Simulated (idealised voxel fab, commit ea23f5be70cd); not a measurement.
This is a process module. Its name is voxel self aligned vias.
In the cross-section labelled cut, the width is 235 nm and each square cell is 5 nm.
We lay out every cross-section as a grid of square cells and spell it out in bands from the top down, where one band means one or more rows of cells.
Band entry format. Leading values: height of top, height of bottom, nm. Remainder: materials in left-to-right order, each with its width in nm. Special words: "all across" on a single material, which then fills the band edge to edge; "blank", empty space.
Heights are reckoned from 0. Under this level, the received wafer is all of one material. The bottommost band is open-ended downward, for example "0..down".
When a width is written as two numbers, as in "30->40", the first number is the width in the top row of cells of the band and the second is the width in its bottom row, and the width changes by the same amount from each row to the next.
Take "no change" at face value: in the step it is given for, the cross-section changed in none of its cells.
The label "Trapped cavities" introduces a list of the empty spaces, 8 cells or larger, that have no open way up to the top; each entry in it reads width x height at distance, where the distance is taken from the left edge and all three are stated in nm.
What comes after the settings on a step's line is commentary from the simulator itself on that step.
The line of a step may include "overlay nm". On a step with a mask, this value is how far to the right of its planned place the mask lay. A negative value means the mask lay to the left.
[Process steps foreseen in the plan]
1: RECEIVE,material Si
2: CONFORMAL_DEP,material SiO2,thk nm 15
3: CONFORMAL_DEP,material SiCN,thk nm 5
4: DIRECTIONAL_DEP,material SiO2,thk nm 30
5: DIRECTIONAL_DEP,material aC,thk nm 15
6: PATTERN,tone open,mask id LINES,material resist,width nm 25,pitch nm 60,thk nm 30,overlay nm 0
7: DIRECTIONAL_ETCH,etch materials aC,depth nm 15
8: STRIP,etch materials resist
9: DIRECTIONAL_ETCH,etch materials SiO2,depth nm 30
10: STRIP,etch materials aC
11: CONFORMAL_DEP,material TiN,thk nm 5
12: FILL_DEP,material W,thk nm 10
13: CMP,height nm 50
14: SELECTIVE_ETCH,etch materials W Ru TiN,depth nm 10
15: FILL_DEP,material SiN,thk nm 10
16: CMP,height nm 50
17: DIRECTIONAL_DEP,material SiO2,thk nm 15
18: MASKED_ETCH,tone open,mask id VIAS,width nm 45,etch materials SiO2,depth nm 15,overlay nm 0
19: MASKED_ETCH,tone open,mask id VIAS,width nm 45,etch materials SiN,depth nm 10,overlay nm 0
20: CONFORMAL_DEP,material TiN,thk nm 5
21: FILL_DEP,material Ru,thk nm 5
22: CMP,height nm 65
23: CONFORMAL_DEP,material SiN,thk nm 5
[Step 1 complete: cross-section of the wafer as received]
- 0..down = Si all across
- Trapped cavities: none
[The following cross-section depicts the wafer upon conclusion of the module. Processing commenced from the starting condition illustrated above and adhered to the plan illustrated above, save for one mistake in execution]
- 70..65 = SiN all across
- 65..55 = SiO2 (65)  TiN (5)  Ru (35)  TiN (5)  SiO2 (125)
- 55..50 = SiO2 (65)  TiN (20)  Ru (15)  TiN (10)  SiO2 (125)
- 50..45 = SiO2 (80)  TiN (5)  Ru (15)  TiN (5)  SiO2 (35)  SiN (25)  SiO2 (70)
- 45..40 = SiO2 (80)  TiN (25)  SiO2 (35)  SiN (25)  SiO2 (70)
- 40..25 = SiO2 (80)  TiN (5)  W (15)  TiN (5)  SiO2 (35)  TiN (5)  W (15)  TiN (5)  SiO2 (70)
- 25..20 = SiO2 (80)  TiN (25)  SiO2 (35)  TiN (25)  SiO2 (70)
- 20..15 = SiCN all across
- 15..0 = SiO2 all across
- 0..down = Si all across
- Trapped cavities: none
Nonconformance to the process plan: step 6: run off-plan, actual operation and settings PATTERN,tone open,mask id LINES,material resist,width nm 25,pitch nm 60,thk nm 30,overlay nm 5
